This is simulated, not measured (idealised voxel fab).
Module name: voxel double patterning (process module)
The cross-section shown here is cut; it is 240 nm wide and divided into square cells measuring 5 nm on a side.
Cross-section layout: square cells on a grid; listed as bands, top to bottom; a band spans one or more cell rows.
Read a band's entry like this: the first values are the height of its top and the height of its bottom in nm, and what follows is the sequence of materials from left to right, each with its width in nm. Note that "blank" is empty space, and that a single material marked "full width" reaches across the band from edge to edge.
Height reference: 0 = level under which incoming wafer is all one material. Lowest band: no bottom, runs on downward, e.g. "0 down".
A width given as "30 to 40" starts at the first number in the band's top row and ends at the second number in its bottom row, shifting by an equal amount at every step from row to row.
"identical to before" -> step changed no cross-section cell.
In "Cavities, closed" the enclosed voids are listed, meaning empty spaces of 8 cells or larger without any opening to the top. The form is width x height at distance, distance from the left edge, units nm.
Post-settings text on a step line: simulator's own remark regarding the step.
overlay nm, on a step with a mask: how far to the right of its planned place the mask lay; to the left if negative

[Intended process steps]
1 RECEIVE, material Si
2 CONFORMAL_DEP, material SiO2, thk nm 5
3 DIRECTIONAL_DEP, material polySi, thk nm 15
4 DIRECTIONAL_DEP, material SiCN, thk nm 5
5 MASKED_ETCH, tone open, mask id FIRST, width nm 15, pitch nm 50, etch materials SiCN, depth nm 5, overlay nm 0
6 DIRECTIONAL_DEP, material aC, thk nm 10
7 PATTERN, tone open, mask id SECOND, material resist, width nm 15, pitch nm 50, thk nm 25, overlay nm 0
8 DIRECTIONAL_ETCH, etch materials aC, depth nm 10
9 STRIP, etch materials resist
10 DIRECTIONAL_ETCH, etch materials SiCN, depth nm 5
11 STRIP, etch materials aC
12 DIRECTIONAL_ETCH, etch materials polySi, depth nm 15
13 STRIP, etch materials SiCN
For clarity, it should be stated that the wafers under discussion commence in an identical condition and differ with respect to the width nm of step 5, the plan indicating the value that the first wafer had.

[The first of several wafers, as received after step 1, seen in section]
  0 down = Si full width
  Cavities, closed: none

[End of module, by wafer: material-by-material cell gain (+) or loss (-) since receipt, then closed voids]
width nm 15 | +48 SiO2 | +99 polySi | Cavities, closed: none
width nm 20 | +48 SiO2 | +90 polySi | Cavities, closed: none
width nm 25 | +48 SiO2 | +81 polySi | Cavities, closed: none
width nm 30 | +48 SiO2 | +72 polySi | Cavities, closed: none
